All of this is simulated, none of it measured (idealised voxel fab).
Name of the process module below: voxel released beams
Xsec cut, 180 nm wide, square cell size 5 nm.
This document writes a cross-section as a grid whose cells are square, and gives it as bands, listed from the top down; one or more rows of cells form a band.
For a band, the entry starts with two heights in nm, that of the top and then that of the bottom, and carries on with the band's materials in order from left to right, each alongside its width in nm; the word "full width" beside a single material means it fills the band edge to edge, and "air" means empty space.
Height reference: 0 = level under which incoming wafer is all one material. Lowest band: no bottom, runs on downward, e.g. "0 nm and below".
Quick explanation for "30->40": the width changes in equal steps down the rows of cells, from the first number in the band's top row to the second number in its bottom row.
Basically "same as before" means that step didn't change any cell in the cross-section.
Listed in "Closed voids list": every empty space of 8 or more cells without an open way to the top. Form: width x height at distance, the distance being from the left edge, all in nm.
The remark found on a step's line after its settings is issued by the simulator itself and pertains to that step.
On any step carrying a mask, the "overlay nm" setting, if present on the step's line, tells how far right of its planned place the mask lay; negative values point to the left.

# Here's what the planned process steps look like
1) RECEIVE | material Si
2) CONFORMAL_DEP | material SiN | thk nm 5
3) DIRECTIONAL_DEP | material SiO2 | thk nm 10
4) MASKED_ETCH | tone open | mask id ANCHOR | width nm 35 | etch materials SiO2 | depth nm 10 | overlay nm 0
5) CONFORMAL_DEP | material TiN | thk nm 10
6) MASKED_ETCH | tone cover | mask id BEAM | width nm 80 | etch materials TiN | depth nm 10 | overlay nm 0
7) STRIP | etch materials SiO2

# So this is the incoming wafer in cross-section - it's already been through step 1
    0 nm and below: Si full width
    Closed voids list: none

# Post-module cross-section: identical start and plan to those above, one misstep in execution
    25 nm to 15 nm: air 45; TiN 50; air 85
    15 nm to 5 nm: air 40; TiN 10; SiO2 35; TiN 40; air 55
    5 nm to 0 nm: SiN full width
    0 nm and below: Si full width
    Closed voids list: none
Against the plan, the run slipped here: rather than as planned, step 4 actually ran as MASKED_ETCH | tone cover | mask id ANCHOR | width nm 35 | etch materials SiO2 | depth nm 10 | overlay nm 0
